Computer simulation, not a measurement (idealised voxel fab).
Name of the process module below: voxel wiring stack
The figure presents cross-section cut, which has a width of 215 nm and is divided into square cells with an edge length of 5 nm.
Cross-section format: a grid of square cells, given as bands from top to bottom; each band is one or more rows of cells. This entry defines a band. It first specifies the height of the band's top and the height of its bottom in nm, and then specifies the band's materials from left to right, stating each material with its width in nm. The word "throughout" identifies a single material that fills the band from edge to edge, while the word "blank" identifies empty space. Beneath 0, the wafer as received is one material, and that level is where height counting begins. The lowest band goes on downward without a bottom; it is written like "0..down". Width "30 to 40": first value at the band's top row of cells, second value at its bottom row, equal change from row to row. Where the words "no modification" appear for a step, the cross-section shows no cell changed by that step; every cell remained as before. If an empty space has no open way to the top and is at least 8 cells in size, "Enclosed internal cavities" lists it, written width x height at distance, where distance is measured from the left edge and every value is in nm. Whatever follows a step's settings on its line is a remark the simulator itself makes about that step. For masked steps, "overlay nm" on the step line gives how far right of plan the mask actually lay; a minus sign means it lay to the left.
plan:
| 1 | RECEIVE, material Si |
| 2 | CONFORMAL_DEP, material SiO2, thk nm 10 |
| 3 | CONFORMAL_DEP, material SiN, thk nm 5 |
| 4 | DIRECTIONAL_DEP, material SiO2, thk nm 20 |
| 5 | PATTERN, tone open, mask id METAL_1, material resist, width nm 30, pitch nm 50, thk nm 15, overlay nm 0 |
| 6 | DIRECTIONAL_ETCH, etch materials SiO2, depth nm 20 |
| 7 | DIRECTIONAL_ETCH, etch materials SiN, depth nm 5 |
| 8 | STRIP, etch materials resist |
| 9 | CONFORMAL_DEP, material TiN, thk nm 5 |
| 10 | FILL_DEP, material W, thk nm 5 |
| 11 | CMP, height nm 35 |
| 12 | CONFORMAL_DEP, material SiCN, thk nm 5 |
| 13 | DIRECTIONAL_DEP, material SiO2, thk nm 10 |
| 14 | DIRECTIONAL_DEP, material aC, thk nm 15 |
| 15 | PATTERN, tone open, mask id PLUG_1, material resist, width nm 15, pitch nm 100, thk nm 35, overlay nm 0 |
| 16 | DIRECTIONAL_ETCH, etch materials aC, depth nm 15 |
| 17 | STRIP, etch materials resist |
| 18 | DIRECTIONAL_ETCH, etch materials SiO2, depth nm 10 |
| 19 | DIRECTIONAL_ETCH, etch materials SiCN, depth nm 5 |
| 20 | STRIP, etch materials aC |
| 21 | EPI, material Ru, thk nm 10 |
| 22 | EPI, material Ru, thk nm 5 |
| 23 | DIRECTIONAL_DEP, material TiN, thk nm 5 |
| 24 | DIRECTIONAL_DEP, material Ru, thk nm 25 |
| 25 | PATTERN, tone cover, mask id METAL_2, material resist, width nm 30, pitch nm 50, thk nm 15, overlay nm 0 |
| 26 | DIRECTIONAL_ETCH, etch materials Ru, depth nm 25 |
| 27 | DIRECTIONAL_ETCH, etch materials TiN, depth nm 5 |
| 28 | STRIP, etch materials resist |
| 29 | CONFORMAL_DEP, material SiN, thk nm 5 |
| 30 | FILL_DEP, material SiO2, thk nm 5 |
| 31 | CMP, height nm 80 |
| 32 | CONFORMAL_DEP, material SiCN, thk nm 5 |
| 33 | DIRECTIONAL_DEP, material lowk, thk nm 25 |
| 34 | DIRECTIONAL_DEP, material aC, thk nm 10 |
| 35 | PATTERN, tone open, mask id METAL_3_HOLES, material resist, width nm 15, pitch nm 50, thk nm 30, overlay nm 0 |
| 36 | DIRECTIONAL_ETCH, etch materials aC, depth nm 10 |
| 37 | STRIP, etch materials resist |
| 38 | DIRECTIONAL_ETCH, etch materials lowk, depth nm 25 |
| 39 | STRIP, etch materials aC |
| 40 | DIRECTIONAL_DEP, material aC, thk nm 15 |
| 41 | PATTERN, tone open, mask id METAL_3, material resist, width nm 30, pitch nm 50, thk nm 35, overlay nm 0 |
| 42 | DIRECTIONAL_ETCH, etch materials aC, depth nm 15 |
| 43 | STRIP, etch materials resist |
| 44 | DIRECTIONAL_ETCH, etch materials lowk, depth nm 15 |
| 45 | DIRECTIONAL_ETCH, etch materials SiCN, depth nm 5 |
| 46 | STRIP, etch materials aC |
| 47 | CONFORMAL_DEP, material TiN, thk nm 5 |
| 48 | FILL_DEP, material Cu, thk nm 10 |
| 49 | CMP, height nm 110 |
| 50 | CONFORMAL_DEP, material SiCN, thk nm 5 |
| 51 | DIRECTIONAL_DEP, material lowk, thk nm 15 |
| 52 | PATTERN, tone open, mask id PLUG_3, material resist, width nm 15, pitch nm 50, thk nm 20, overlay nm 0 |
| 53 | DIRECTIONAL_ETCH, etch materials lowk, depth nm 15 |
| 54 | DIRECTIONAL_ETCH, etch materials SiCN, depth nm 5 |
| 55 | STRIP, etch materials resist |
| 56 | CONFORMAL_DEP, material TiN, thk nm 5 |
| 57 | FILL_DEP, material Ru, thk nm 5 |
| 58 | CMP, height nm 130 |
| 59 | CONFORMAL_DEP, material SiCN, thk nm 5 |
| 60 | DIRECTIONAL_DEP, material SiO2, thk nm 25 |
| 61 | MASKED_ETCH, tone open, mask id METAL_4, width nm 30, pitch nm 50, etch materials SiO2, depth nm 25, overlay nm 0 |
| 62 | MASKED_ETCH, tone open, mask id METAL_4, width nm 30, pitch nm 50, etch materials SiCN, depth nm 5, overlay nm 0 |
| 63 | CONFORMAL_DEP, material TiN, thk nm 5 |
| 64 | FILL_DEP, material Cu, thk nm 10 |
| 65 | CMP, height nm 160 |
| 66 | EPI, material Ru, thk nm 5 |
| 67 | FILL_DEP, material SiCN, thk nm 5 |
Wafer cross-section on receipt, i.e. after step 1:
- 0..down: Si throughout
- Enclosed internal cavities: none
End-of-module XS, first of two wafers, run as planned:
- 170..165: SiCN throughout
- 165..160: SiCN (35) / Ru (40) / SiCN (10) / Ru (40) / SiCN (10) / Ru (40) / SiCN (40)
- 160..135: SiO2 (40) / TiN (5) / Cu (20) / TiN (5) / SiO2 (20) / TiN (5) / Cu (20) / TiN (5) / SiO2 (20) / TiN (5) / Cu (20) / TiN (5) / SiO2 (45)
- 135..130: SiCN (40) / TiN (30) / SiCN (20) / TiN (30) / SiCN (20) / TiN (30) / SiCN (45)
- 130..115: lowk (40) / TiN (5) / Ru (5) / TiN (5) / lowk (35) / TiN (5) / Ru (5) / TiN (5) / lowk (35) / TiN (5) / Ru (5) / TiN (5) / lowk (60)
- 115..110: SiCN (40) / TiN (15) / SiCN (35) / TiN (15) / SiCN (35) / TiN (15) / SiCN (60)
- 110..100: lowk (40) / TiN (5) / Cu (20) / TiN (5) / lowk (20) / TiN (5) / Cu (20) / TiN (5) / lowk (20) / TiN (5) / Cu (20) / TiN (5) / lowk (45)
- 100..95: lowk (40) / TiN (5) / Cu (5) / TiN (20) / lowk (20) / TiN (5) / Cu (5) / TiN (20) / lowk (20) / TiN (5) / Cu (5) / TiN (20) / lowk (45)
- 95..85: lowk (40) / TiN (5) / Cu (5) / TiN (5) / lowk (35) / TiN (5) / Cu (5) / TiN (5) / lowk (35) / TiN (5) / Cu (5) / TiN (5) / lowk (60)
- 85..80: SiCN (40) / TiN (15) / SiCN (35) / TiN (15) / SiCN (35) / TiN (15) / SiCN (60)
- 80..55: SiO2 (35) / SiN (5) / Ru (30) / SiN (5) / SiO2 (10) / SiN (5) / Ru (30) / SiN (5) / SiO2 (10) / SiN (5) / Ru (30) / SiN (5) / SiO2 (40)
- 55..50: SiN (40) / TiN (30) / SiN (20) / TiN (30) / SiN (20) / TiN (30) / SiN (45)
- 50..40: SiO2 (40) / Ru (15) / SiO2 (85) / Ru (15) / SiO2 (60)
- 40..35: SiCN (40) / Ru (15) / SiCN (85) / Ru (15) / SiCN (60)
- 35..15: SiO2 (40) / TiN (5) / W (20) / TiN (5) / SiO2 (20) / TiN (5) / W (20) / TiN (5) / SiO2 (20) / TiN (5) / W (20) / TiN (5) / SiO2 (45)
- 15..10: SiN (40) / TiN (30) / SiN (20) / TiN (30) / SiN (20) / TiN (30) / SiN (45)
- 10..0: SiO2 throughout
- 0..down: Si throughout
- Enclosed internal cavities: none
Cross-section of the latter of the two wafers at module completion. It had an identical start and an identical plan to the former; in running it, one mistake was made:
- 170..165: SiCN throughout
- 165..160: SiCN (35) / Ru (40) / SiCN (10) / Ru (40) / SiCN (10) / Ru (40) / SiCN (40)
- 160..135: SiO2 (40) / TiN (5) / Cu (20) / TiN (5) / SiO2 (20) / TiN (5) / Cu (20) / TiN (5) / SiO2 (20) / TiN (5) / Cu (20) / TiN (5) / SiO2 (45)
- 135..130: SiCN (40) / TiN (30) / SiCN (20) / TiN (30) / SiCN (20) / TiN (30) / SiCN (45)
- 130..115: lowk (40) / TiN (5) / Ru (5) / TiN (5) / lowk (35) / TiN (5) / Ru (5) / TiN (5) / lowk (35) / TiN (5) / Ru (5) / TiN (5) / lowk (60)
- 115..110: SiCN (40) / TiN (15) / SiCN (35) / TiN (15) / SiCN (35) / TiN (15) / SiCN (60)
- 110..100: lowk (40) / TiN (5) / Cu (20) / TiN (5) / lowk (20) / TiN (5) / Cu (20) / TiN (5) / lowk (20) / TiN (5) / Cu (20) / TiN (5) / lowk (45)
- 100..95: lowk (40) / TiN (5) / Cu (5) / TiN (20) / lowk (20) / TiN (5) / Cu (5) / TiN (20) / lowk (20) / TiN (5) / Cu (5) / TiN (20) / lowk (45)
- 95..85: lowk (40) / TiN (5) / Cu (5) / TiN (5) / lowk (35) / TiN (5) / Cu (5) / TiN (5) / lowk (35) / TiN (5) / Cu (5) / TiN (5) / lowk (60)
- 85..80: SiCN (40) / TiN (15) / SiCN (35) / TiN (15) / SiCN (35) / TiN (15) / SiCN (60)
- 80..75: SiO2 (35) / SiN (40) / SiO2 (10) / SiN (40) / SiO2 (10) / SiN (40) / SiO2 (40)
- 75..50: SiO2 (35) / SiN (5) / Ru (30) / SiN (5) / SiO2 (10) / SiN (5) / Ru (30) / SiN (5) / SiO2 (10) / SiN (5) / Ru (30) / SiN (5) / SiO2 (40)
- 50..45: SiN (40) / TiN (30) / SiN (20) / TiN (30) / SiN (20) / TiN (30) / SiN (45)
- 45..35: SiO2 (40) / Ru (15) / SiO2 (85) / Ru (15) / SiO2 (60)
- 35..30: SiCN (40) / Ru (15) / SiCN (85) / Ru (15) / SiCN (60)
- 30..15: SiO2 (40) / TiN (5) / W (20) / TiN (5) / SiO2 (20) / TiN (5) / W (20) / TiN (5) / SiO2 (20) / TiN (5) / W (20) / TiN (5) / SiO2 (45)
- 15..10: SiN (40) / TiN (30) / SiN (20) / TiN (30) / SiN (20) / TiN (30) / SiN (45)
- 10..0: SiO2 throughout
- 0..down: Si throughout
- Enclosed internal cavities: none
Heads up, the wafer didn't run the way we planned it: step 11 changed vs plan, executed as CMP, height nm 30
Once processing is complete, comparing cell counts shows that the second wafer has more or fewer of certain materials than the first: SiN +24; SiO2 -6; TiN -6; W -12
